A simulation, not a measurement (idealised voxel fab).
The name of this process module is voxel self aligned vias.
In the cross-section labelled cut, the width is 185 nm and each square cell is 5 nm.
When this document writes out a cross-section, it uses a grid of square cells and lists it as bands, beginning at the top and moving down, with a band standing for one or more rows of cells. Quick guide to a band line: top height, bottom height (nm) up front; then every material left to right with its width in nm. Only one material and it's marked "full width"? Then it fills the band edge to edge. And "empty" just means empty space. Zero point of the height axis is 0; under it, received wafer = one material. Lowest band: continues down indefinitely, "0 down". Top row gets the first number, bottom row gets the second, and each row in between changes by the same step: that is how a band width like "30 to 40" works. Any step labelled "no alterations made" changed none of the cells in the cross-section. Listed in "Enclosed voids": every empty space of 8 or more cells without an open way to the top. Form: width x height at distance, the distance being from the left edge, all in nm. That trailing text on a step's line, after the settings, is the simulator's own remark on the step. overlay nm: on a step with a mask, how far right of its planned place the mask lay; negative means left.
[Process steps - plan]
| 1 | RECEIVE | material Si |
| 2 | CONFORMAL_DEP | material SiO2 | thk nm 10 |
| 3 | CONFORMAL_DEP | material SiCN | thk nm 5 |
| 4 | DIRECTIONAL_DEP | material SiO2 | thk nm 25 |
| 5 | MASKED_ETCH | tone open | mask id LINES | width nm 20 | pitch nm 70 | etch materials SiO2 | depth nm 25 | overlay nm 0 |
| 6 | CONFORMAL_DEP | material TiN | thk nm 5 |
| 7 | FILL_DEP | material Ru | thk nm 10 |
| 8 | CMP | height nm 40 |
| 9 | SELECTIVE_ETCH | etch materials W Ru TiN | depth nm 10 |
| 10 | FILL_DEP | material SiN | thk nm 10 |
| 11 | CMP | height nm 40 |
| 12 | DIRECTIONAL_DEP | material SiO2 | thk nm 15 |
| 13 | DIRECTIONAL_DEP | material aC | thk nm 10 |
| 14 | PATTERN | tone open | mask id VIAS | material resist | width nm 40 | pitch nm 70 | thk nm 25 | overlay nm 0 |
| 15 | DIRECTIONAL_ETCH | etch materials aC | depth nm 10 |
| 16 | STRIP | etch materials resist |
| 17 | DIRECTIONAL_ETCH | etch materials SiO2 | depth nm 15 |
| 18 | DIRECTIONAL_ETCH | etch materials SiN | depth nm 10 |
| 19 | STRIP | etch materials aC |
| 20 | CONFORMAL_DEP | material TiN | thk nm 5 |
| 21 | FILL_DEP | material Ru | thk nm 5 |
| 22 | CMP | height nm 55 |
| 23 | CONFORMAL_DEP | material SiN | thk nm 5 |
[The first of the two wafers, which ran as planned]
[Here's what the wafer looked like in cross-section when it arrived - that's after step 1]
> 0 down = Si full width
> Enclosed voids: none
[Cross-section through the wafer, step 2 finished]
> 10 to 0 = SiO2 full width
> Whatever lies below 0 is exactly as it was before.
[Cross-section through the wafer, step 3 finished]
> 15 to 10 = SiCN full width
> Whatever lies below 10 is exactly as it was before.
[Cross-section through the wafer, step 4 finished]
> 40 to 15 = SiO2 full width
> Whatever lies below 15 is exactly as it was before.
[Cross-section through the wafer, step 5 finished]
> 40 to 15 = SiO2: 45  empty: 20  SiO2: 50  empty: 20  SiO2: 50
> Whatever lies below 15 is exactly as it was before.
[Cross-section through the wafer, step 6 finished]
> 45 to 40 = TiN: 50  empty: 10  TiN: 60  empty: 10  TiN: 55
> 40 to 20 = SiO2: 45  TiN: 5  empty: 10  TiN: 5  SiO2: 50  TiN: 5  empty: 10  TiN: 5  SiO2: 50
> 20 to 15 = SiO2: 45  TiN: 20  SiO2: 50  TiN: 20  SiO2: 50
> Whatever lies below 15 is exactly as it was before.
[Cross-section through the wafer, step 7 finished]
> 55 to 45 = Ru full width
> 45 to 40 = TiN: 50  Ru: 10  TiN: 60  Ru: 10  TiN: 55
> 40 to 20 = SiO2: 45  TiN: 5  Ru: 10  TiN: 5  SiO2: 50  TiN: 5  Ru: 10  TiN: 5  SiO2: 50
> Whatever lies below 20 is exactly as it was before.
[Cross-section through the wafer, step 8 finished]
> 40 to 20 = SiO2: 45  TiN: 5  Ru: 10  TiN: 5  SiO2: 50  TiN: 5  Ru: 10  TiN: 5  SiO2: 50
> Whatever lies below 20 is exactly as it was before.
[Cross-section through the wafer, step 9 finished]
> 40 to 30 = SiO2: 45  empty: 20  SiO2: 50  empty: 20  SiO2: 50
> Whatever lies below 30 is exactly as it was before.
[Cross-section through the wafer, step 10 finished]
> 50 to 40 = SiN full width
> 40 to 30 = SiO2: 45  SiN: 20  SiO2: 50  SiN: 20  SiO2: 50
> Whatever lies below 30 is exactly as it was before.
[Cross-section through the wafer, step 11 finished]
> 40 to 30 = SiO2: 45  SiN: 20  SiO2: 50  SiN: 20  SiO2: 50
> Whatever lies below 30 is exactly as it was before.
[Cross-section through the wafer, step 12 finished]
> 55 to 40 = SiO2 full width
> Whatever lies below 40 is exactly as it was before.
[Cross-section through the wafer, step 13 finished]
> 65 to 55 = aC full width
> Whatever lies below 55 is exactly as it was before.
[Cross-section through the wafer, step 14 finished]
> 90 to 65 = resist: 35  empty: 40  resist: 30  empty: 40  resist: 40
> Whatever lies below 65 is exactly as it was before.
[Cross-section through the wafer, step 15 finished]
> 80 to 65 = resist: 35  empty: 40  resist: 30  empty: 40  resist: 40
> 65 to 55 = aC: 35  empty: 40  aC: 30  empty: 40  aC: 40
> Whatever lies below 55 is exactly as it was before.
[Cross-section through the wafer, step 16 finished]
> 65 to 55 = aC: 35  empty: 40  aC: 30  empty: 40  aC: 40
> Whatever lies below 55 is exactly as it was before.
[Cross-section through the wafer, step 17 finished]
> 65 to 55 = aC: 35  empty: 40  aC: 30  empty: 40  aC: 40
> 55 to 40 = SiO2: 35  empty: 40  SiO2: 30  empty: 40  SiO2: 40
> Whatever lies below 40 is exactly as it was before.
[Cross-section through the wafer, step 18 finished]
> 65 to 55 = aC: 35  empty: 40  aC: 30  empty: 40  aC: 40
> 55 to 40 = SiO2: 35  empty: 40  SiO2: 30  empty: 40  SiO2: 40
> 40 to 30 = SiO2: 45  empty: 20  SiO2: 50  empty: 20  SiO2: 50
> Whatever lies below 30 is exactly as it was before.
[Cross-section through the wafer, step 19 finished]
> 55 to 40 = SiO2: 35  empty: 40  SiO2: 30  empty: 40  SiO2: 40
> Whatever lies below 40 is exactly as it was before.
[Cross-section through the wafer, step 20 finished]
> 60 to 55 = TiN: 40  empty: 30  TiN: 40  empty: 30  TiN: 45
> 55 to 45 = SiO2: 35  TiN: 5  empty: 30  TiN: 5  SiO2: 30  TiN: 5  empty: 30  TiN: 5  SiO2: 40
> 45 to 35 = SiO2: 35 to 45  TiN: 15 to 5  empty: 10  TiN: 15 to 5  SiO2: 30 to 50  TiN: 15 to 5  empty: 10  TiN: 15 to 5  SiO2: 40 to 50
> 35 to 30 = SiO2: 45  TiN: 20  SiO2: 50  TiN: 20  SiO2: 50
> Whatever lies below 30 is exactly as it was before.
[Cross-section through the wafer, step 21 finished]
> 65 to 60 = Ru full width
> 60 to 55 = TiN: 40  Ru: 30  TiN: 40  Ru: 30  TiN: 45
> 55 to 45 = SiO2: 35  TiN: 5  Ru: 30  TiN: 5  SiO2: 30  TiN: 5  Ru: 30  TiN: 5  SiO2: 40
> 45 to 35 = SiO2: 35 to 45  TiN: 15 to 5  Ru: 10  TiN: 15 to 5  SiO2: 30 to 50  TiN: 15 to 5  Ru: 10  TiN: 15 to 5  SiO2: 40 to 50
> Whatever lies below 35 is exactly as it was before.
[Cross-section through the wafer, step 22 finished]
> 55 to 45 = SiO2: 35  TiN: 5  Ru: 30  TiN: 5  SiO2: 30  TiN: 5  Ru: 30  TiN: 5  SiO2: 40
> Whatever lies below 45 is exactly as it was before.
[Cross-section through the wafer, step 23 finished]
> 60 to 55 = SiN full width
> Whatever lies below 55 is exactly as it was before.
[Wafer two. Same start, same plan, one slip in execution. Same as wafer one through step 4, inclusive]
[What the second wafer looks like in cross-section when step 5 should have wrapped up]
> 40 to 15 = SiO2: 35  empty: 20  SiO2: 50  empty: 20  SiO2: 60
> Whatever lies below 15 is exactly as it was before.
[What the second wafer looks like in cross-section when step 6 should have wrapped up]
> 45 to 40 = TiN: 40  empty: 10  TiN: 60  empty: 10  TiN: 65
> 40 to 20 = SiO2: 35  TiN: 5  empty: 10  TiN: 5  SiO2: 50  TiN: 5  empty: 10  TiN: 5  SiO2: 60
> 20 to 15 = SiO2: 35  TiN: 20  SiO2: 50  TiN: 20  SiO2: 60
> Whatever lies below 15 is exactly as it was before.
[What the second wafer looks like in cross-section when step 7 should have wrapped up]
> 55 to 45 = Ru full width
> 45 to 40 = TiN: 40  Ru: 10  TiN: 60  Ru: 10  TiN: 65
> 40 to 20 = SiO2: 35  TiN: 5  Ru: 10  TiN: 5  SiO2: 50  TiN: 5  Ru: 10  TiN: 5  SiO2: 60
> Whatever lies below 20 is exactly as it was before.
[What the second wafer looks like in cross-section when step 8 should have wrapped up]
> 40 to 20 = SiO2: 35  TiN: 5  Ru: 10  TiN: 5  SiO2: 50  TiN: 5  Ru: 10  TiN: 5  SiO2: 60
> Whatever lies below 20 is exactly as it was before.
[What the second wafer looks like in cross-section when step 9 should have wrapped up]
> 40 to 30 = SiO2: 35  empty: 20  SiO2: 50  empty: 20  SiO2: 60
> Whatever lies below 30 is exactly as it was before.
[What the second wafer looks like in cross-section when step 10 should have wrapped up]
> 50 to 40 = SiN full width
> 40 to 30 = SiO2: 35  SiN: 20  SiO2: 50  SiN: 20  SiO2: 60
> Whatever lies below 30 is exactly as it was before.
[What the second wafer looks like in cross-section when step 11 should have wrapped up]
> 40 to 30 = SiO2: 35  SiN: 20  SiO2: 50  SiN: 20  SiO2: 60
> Whatever lies below 30 is exactly as it was before.
[What the second wafer looks like in cross-section when step 12 should have wrapped up]
> 55 to 40 = SiO2 full width
> Whatever lies below 40 is exactly as it was before.
[What the second wafer looks like in cross-section when step 13 should have wrapped up]
> 65 to 55 = aC full width
> Whatever lies below 55 is exactly as it was before.
[What the second wafer looks like in cross-section when step 14 should have wrapped up]
> 90 to 65 = resist: 35  empty: 40  resist: 30  empty: 40  resist: 40
> Whatever lies below 65 is exactly as it was before.
[What the second wafer looks like in cross-section when step 15 should have wrapped up]
> 80 to 65 = resist: 35  empty: 40  resist: 30  empty: 40  resist: 40
> 65 to 55 = aC: 35  empty: 40  aC: 30  empty: 40  aC: 40
> Whatever lies below 55 is exactly as it was before.
[What the second wafer looks like in cross-section when step 16 should have wrapped up]
> 65 to 55 = aC: 35  empty: 40  aC: 30  empty: 40  aC: 40
> Whatever lies below 55 is exactly as it was before.
[What the second wafer looks like in cross-section when step 17 should have wrapped up]
> 65 to 55 = aC: 35  empty: 40  aC: 30  empty: 40  aC: 40
> 55 to 40 = SiO2: 35  empty: 40  SiO2: 30  empty: 40  SiO2: 40
> Whatever lies below 40 is exactly as it was before.
[What the second wafer looks like in cross-section when step 18 should have wrapped up]
> 65 to 55 = aC: 35  empty: 40  aC: 30  empty: 40  aC: 40
> 55 to 40 = SiO2: 35  empty: 40  SiO2: 30  empty: 40  SiO2: 40
> 40 to 30 = SiO2: 35  empty: 20  SiO2: 50  empty: 20  SiO2: 60
> Whatever lies below 30 is exactly as it was before.
[What the second wafer looks like in cross-section when step 19 should have wrapped up]
> 55 to 40 = SiO2: 35  empty: 40  SiO2: 30  empty: 40  SiO2: 40
> Whatever lies below 40 is exactly as it was before.
[What the second wafer looks like in cross-section when step 20 should have wrapped up]
> 60 to 55 = TiN: 40  empty: 30  TiN: 40  empty: 30  TiN: 45
> 55 to 45 = SiO2: 35  TiN: 5  empty: 30  TiN: 5  SiO2: 30  TiN: 5  empty: 30  TiN: 5  SiO2: 40
> 45 to 35 = SiO2: 35  TiN: 5  empty: 10  TiN: 25 to 5  SiO2: 30 to 50  TiN: 5  empty: 10  TiN: 25 to 5  SiO2: 40 to 60
> 35 to 30 = SiO2: 35  TiN: 20  SiO2: 50  TiN: 20  SiO2: 60
> Whatever lies below 30 is exactly as it was before.
[What the second wafer looks like in cross-section when step 21 should have wrapped up]
> 65 to 60 = Ru full width
> 60 to 55 = TiN: 40  Ru: 30  TiN: 40  Ru: 30  TiN: 45
> 55 to 45 = SiO2: 35  TiN: 5  Ru: 30  TiN: 5  SiO2: 30  TiN: 5  Ru: 30  TiN: 5  SiO2: 40
> 45 to 35 = SiO2: 35  TiN: 5  Ru: 10  TiN: 25 to 5  SiO2: 30 to 50  TiN: 5  Ru: 10  TiN: 25 to 5  SiO2: 40 to 60
> Whatever lies below 35 is exactly as it was before.
[What the second wafer looks like in cross-section when step 22 should have wrapped up]
> 55 to 45 = SiO2: 35  TiN: 5  Ru: 30  TiN: 5  SiO2: 30  TiN: 5  Ru: 30  TiN: 5  SiO2: 40
> Whatever lies below 45 is exactly as it was before.
[What the second wafer looks like in cross-section when step 23 should have wrapped up]
> 60 to 55 = SiN full width
> Whatever lies below 55 is exactly as it was before.
Finding, execution versus plan: step 5 deviated from plan and actually ran as MASKED_ETCH | tone open | mask id LINES | width nm 20 | pitch nm 70 | etch materials SiO2 | depth nm 25 | overlay nm -10
End check, second vs first wafer: material counts in cells match, positions do not.
